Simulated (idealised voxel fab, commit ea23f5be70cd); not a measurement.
process module | voxel released beams
The cross-section shown here is cut; it is 205 nm wide and divided into square cells measuring 5 nm on a side.
When this document writes out a cross-section, it uses a grid of square cells and lists it as bands, beginning at the top and moving down, with a band standing for one or more rows of cells. Band: top height; bottom height; in nm. Then, left to right: material with width in nm, for each material. "all across": a single material spanning edge to edge. "air": empty space. Heads up on the height convention: 0 is the point under which the incoming wafer is all one material, and the lowest band has no bottom, it just keeps going down, like "0 nm and below". Top row gets the first number, bottom row gets the second, and each row in between changes by the same step: that is how a band width like "30->40" works. Any step labelled "stayed the same" changed none of the cells in the cross-section. This entry, "Closed empty spaces", enumerates those empty regions of no fewer than 8 cells that possess no open connection to the top. Each region is reported in the form width x height at distance, the distance being taken from the left edge, with all three quantities expressed in nm. Formally, on a step line, whatever follows the settings is a remark that the simulator itself makes on the step. overlay nm: step with mask; distance mask lay right of planned place; negative value = left of planned place.
Process steps - plan:
step 1: op RECEIVE | material Si
step 2: op CONFORMAL_DEP | material SiN | thk nm 5
step 3: op DIRECTIONAL_DEP | material SiO2 | thk nm 20
step 4: op MASKED_ETCH | tone open | mask id ANCHOR | width nm 45 | etch materials SiO2 | depth nm 20 | overlay nm 0
step 5: op CONFORMAL_DEP | material W | thk nm 15
step 6: op DIRECTIONAL_DEP | material aC | thk nm 15
step 7: op PATTERN | tone cover | mask id BEAM | material resist | width nm 120 | thk nm 35 | overlay nm 0
step 8: op DIRECTIONAL_ETCH | etch materials aC | depth nm 15
step 9: op STRIP | etch materials resist
step 10: op DIRECTIONAL_ETCH | etch materials W | depth nm 15
step 11: op STRIP | etch materials aC
step 12: op STRIP | etch materials SiO2
This is the cross-section of the wafer as we received it, i.e. after step 1:
> 0 nm and below = Si all across
> Closed empty spaces: none
Looking at the first of two wafers in cross-section at end of module - ran to plan:
> 40 nm to 25 nm = 40 of air / 20 of W / 15 of air / 85 of W / 45 of air
> 25 nm to 20 nm = 45 of air / 15 of W / 15 of air / 15 of W / 115 of air
> 20 nm to 5 nm = 45 of air / 45 of W / 115 of air
> 5 nm to 0 nm = SiN all across
> 0 nm and below = Si all across
> Closed empty spaces: none
Here's the second of our two wafers sectioned at module end. Same start as the first, same plan, but one mistake got made running it:
> 40 nm to 25 nm = 45 of air / 15 of W / 15 of air / 85 of W / 45 of air
> 25 nm to 20 nm = 45 of air / 15 of W / 15 of air / 15 of W / 115 of air
> 20 nm to 5 nm = 45 of air / 45 of W / 115 of air
> 5 nm to 0 nm = SiN all across
> 0 nm and below = Si all across
> Closed empty spaces: none
Against the plan, the run slipped here: in deviation from the planned setting, step 7 was conducted as op PATTERN | tone cover | mask id BEAM | material resist | width nm 115 | thk nm 35 | overlay nm 0
Final difference in cells, second wafer against first, listed per material as more or fewer: -3 W
